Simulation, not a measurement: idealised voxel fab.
Process module heading - voxel ribs on slabs
It is cross-section cut that appears here, measuring 260 nm in width, its square cells being 5 nm in size.
When this document writes out a cross-section, it uses a grid of square cells and lists it as bands, beginning at the top and moving down, with a band standing for one or more rows of cells. Basically the band line says how high the top is and how high the bottom is, in nm, and then what's in it from left to right, every material with its width in nm. Empty space shows up as "air", and if a single material carries "full width" it runs the full band edge to edge. Heads up on the height convention: 0 is the point under which the incoming wafer is all one material, and the lowest band has no bottom, it just keeps going down, like "z 0 and below". Graded width ("30 to 40"): value in top row of band = first number; value in bottom row = second number; row-to-row change constant. The designation "no change", where it is given for a processing step, indicates that no cell of the cross-section was altered in the course of that step. Entry "Completely sealed voids". Content: empty spaces with no open connection to the top, size 8 cells or greater. Each: width x height at distance. Distance: from left edge. Unit: nm. If you see something after the settings on a step's line, that's the simulator's own remark about that step. overlay nm: how far to the right of its planned place the mask lay on this masked step (negative: to the left).
## These are the steps we planned for the process
1: RECEIVE, material Si
2: DIRECTIONAL_DEP, material SiO2, thk nm 20
3: DIRECTIONAL_DEP, material SiN, thk nm 15
4: DIRECTIONAL_DEP, material aC, thk nm 10
5: PATTERN, tone cover, mask id RIB, material resist, width nm 20, thk nm 25, overlay nm 0
6: DIRECTIONAL_ETCH, etch materials aC, depth nm 10
7: STRIP, etch materials resist
8: DIRECTIONAL_ETCH, etch materials SiN, depth nm 10
9: STRIP, etch materials aC
10: MASKED_ETCH, tone cover, mask id SLAB, width nm 70, etch materials SiN, depth nm 5, overlay nm 0
11: FILL_DEP, material SiO2, thk nm 20
12: CMP, height nm 45
13: DIRECTIONAL_DEP, material TiN, thk nm 10
14: PATTERN, tone cover, mask id HEATER, material resist, width nm 30, thk nm 15, overlay nm 0
15: DIRECTIONAL_ETCH, etch materials TiN, depth nm 10
16: STRIP, etch materials resist
17: CONFORMAL_DEP, material SiO2, thk nm 10
## As-received wafer cross-section (after step 1)
    z 0 and below: Si full width
    Completely sealed voids: none
## The first of two wafers, cross-sectioned at the end of the module, with the run proceeding as planned
    z 65 to 55: 105 air; 50 SiO2; 105 air
    z 55 to 45: 115 SiO2; 30 TiN; 115 SiO2
    z 45 to 35: SiO2 full width
    z 35 to 25: 120 SiO2; 20 SiN; 120 SiO2
    z 25 to 20: 95 SiO2; 70 SiN; 95 SiO2
    z 20 to 0: SiO2 full width
    z 0 and below: Si full width
    Completely sealed voids: none
## This cross-section belongs to the second wafer of two at the end of the module; the start and the plan were shared with the first, and the run included one mistake
    z 10 to 0: SiO2 full width
    z 0 and below: Si full width
    Completely sealed voids: none
Deviation from plan: in deviation from the planned setting, step 16 was conducted as STRIP, etch materials SiO2
Final difference in cells, second wafer against first, listed per material as more or fewer: SiN -22 | SiO2 -454 | TiN -12
